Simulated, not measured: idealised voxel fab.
Herein follows the process module entitled voxel ribs on slabs.
The cross-section shown here is cut; it is 265 nm wide and divided into square cells measuring 5 nm on a side.
For the purposes of this document, a cross-section shall be understood as a grid of square cells, specified as bands listed in top-to-bottom order, each band consisting of one or more rows of cells. In this notation a band is specified by the heights of its top and bottom, in that order and in nm, after which its materials appear from left to right, each paired with its width in nm. The word "throughout" attached to a single material means that material fills the band from edge to edge; the word "empty" stands for empty space. Heights from 0 (as-received wafer is one material below). Bottom band endless downward, as "0 nm and below". So if you see something like "30..40" for the width, read it as the top row of the band sitting at the first number and the bottom row at the second, with every row in between moving by the same amount as the last. When a step is marked "nothing different", none of the cells in the cross-section changed during that step. If an empty space has no open way to the top and is at least 8 cells in size, "Non-vented voids" lists it, written width x height at distance, where distance is measured from the left edge and every value is in nm. Heads up: the bit after the settings on a step's line is the simulator's remark on that step. overlay nm: mask right of planned place by this much (step with mask). Neg. = left.
# plan
| 1 | RECEIVE [material Si] |
| 2 | DIRECTIONAL_DEP [material SiO2] [thk nm 30] |
| 3 | DIRECTIONAL_DEP [material polySi] [thk nm 20] |
| 4 | PATTERN [tone cover] [mask id RIB] [material resist] [width nm 30] [thk nm 15] [overlay nm 0] |
| 5 | DIRECTIONAL_ETCH [etch materials polySi] [depth nm 5] |
| 6 | STRIP [etch materials resist] |
| 7 | MASKED_ETCH [tone cover] [mask id SLAB] [width nm 60] [etch materials polySi] [depth nm 15] [overlay nm 0] |
| 8 | FILL_DEP [material SiO2] [thk nm 20] |
| 9 | CMP [height nm 60] |
| 10 | DIRECTIONAL_DEP [material TiN] [thk nm 10] |
| 11 | PATTERN [tone cover] [mask id HEATER] [material resist] [width nm 40] [thk nm 15] [overlay nm 0] |
| 12 | DIRECTIONAL_ETCH [etch materials TiN] [depth nm 10] |
| 13 | STRIP [etch materials resist] |
| 14 | CONFORMAL_DEP [material SiN] [thk nm 10] |
# First wafer out of two, processed as planned
# Step 1 complete: cross-section of the wafer as received
    0 nm and below: Si throughout
    Non-vented voids: none
# Step 2 complete: cross-section through the wafer
    30 nm to 0 nm: SiO2 throughout
    No changes below 0.
# Step 3 complete: cross-section through the wafer
    50 nm to 30 nm: polySi throughout
    No changes below 30.
# Step 4 complete: cross-section through the wafer
    65 nm to 50 nm: 115 empty / 30 resist / 120 empty
    No changes below 50.
# Step 5 complete: cross-section through the wafer
    65 nm to 50 nm: 115 empty / 30 resist / 120 empty
    50 nm to 45 nm: 115 empty / 30 polySi / 120 empty
    No changes below 45.
# Step 6 complete: cross-section through the wafer
    50 nm to 45 nm: 115 empty / 30 polySi / 120 empty
    No changes below 45.
# Step 7 complete: cross-section through the wafer
    50 nm to 45 nm: 115 empty / 30 polySi / 120 empty
    45 nm to 30 nm: 100 empty / 60 polySi / 105 empty
    No changes below 30.
# Step 8 complete: cross-section through the wafer
    70 nm to 50 nm: SiO2 throughout
    50 nm to 45 nm: 115 SiO2 / 30 polySi / 120 SiO2
    45 nm to 30 nm: 100 SiO2 / 60 polySi / 105 SiO2
    No changes below 30.
# Step 9 complete: cross-section through the wafer
    60 nm to 50 nm: SiO2 throughout
    No changes below 50.
# Step 10 complete: cross-section through the wafer
    70 nm to 60 nm: TiN throughout
    No changes below 60.
# Step 11 complete: cross-section through the wafer
    85 nm to 70 nm: 110 empty / 40 resist / 115 empty
    No changes below 70.
# Step 12 complete: cross-section through the wafer
    85 nm to 70 nm: 110 empty / 40 resist / 115 empty
    70 nm to 60 nm: 110 empty / 40 TiN / 115 empty
    No changes below 60.
# Step 13 complete: cross-section through the wafer
    70 nm to 60 nm: 110 empty / 40 TiN / 115 empty
    No changes below 60.
# Step 14 complete: cross-section through the wafer
    80 nm to 70 nm: 100 empty / 60 SiN / 105 empty
    70 nm to 60 nm: 110 SiN / 40 TiN / 115 SiN
    No changes below 60.
# Second wafer - shared start and plan with the first - one error in running - same as the first up to step 1 inclusive
# What the second wafer looks like in cross-section when step 2 should have wrapped up
    20 nm to 0 nm: polySi throughout
    No changes below 0.
# What the second wafer looks like in cross-section when step 3 should have wrapped up
    50 nm to 20 nm: SiO2 throughout
    No changes below 20.
# What the second wafer looks like in cross-section when step 4 should have wrapped up
    65 nm to 50 nm: 115 empty / 30 resist / 120 empty
    No changes below 50.
What the second wafer looks like in cross-section when step 5 should have wrapped up: nothing different
# What the second wafer looks like in cross-section when step 6 should have wrapped up
    50 nm to 20 nm: SiO2 throughout
    No changes below 20.
What the second wafer looks like in cross-section when step 7 should have wrapped up: nothing different
# What the second wafer looks like in cross-section when step 8 should have wrapped up
    70 nm to 20 nm: SiO2 throughout
    No changes below 20.
# What the second wafer looks like in cross-section when step 9 should have wrapped up
    60 nm to 20 nm: SiO2 throughout
    No changes below 20.
# What the second wafer looks like in cross-section when step 10 should have wrapped up
    70 nm to 60 nm: TiN throughout
    No changes below 60.
# What the second wafer looks like in cross-section when step 11 should have wrapped up
    85 nm to 70 nm: 110 empty / 40 resist / 115 empty
    No changes below 70.
# What the second wafer looks like in cross-section when step 12 should have wrapped up
    85 nm to 70 nm: 110 empty / 40 resist / 115 empty
    70 nm to 60 nm: 110 empty / 40 TiN / 115 empty
    No changes below 60.
# What the second wafer looks like in cross-section when step 13 should have wrapped up
    70 nm to 60 nm: 110 empty / 40 TiN / 115 empty
    No changes below 60.
# What the second wafer looks like in cross-section when step 14 should have wrapped up
    80 nm to 70 nm: 100 empty / 60 SiN / 105 empty
    70 nm to 60 nm: 110 SiN / 40 TiN / 115 SiN
    No changes below 60.
Diagnosis: order of steps 2 and 3 inverted relative to the plan
Counted in cells at the end, the second wafer holds more or fewer of these materials than the first: -170 SiO2, +170 polySi
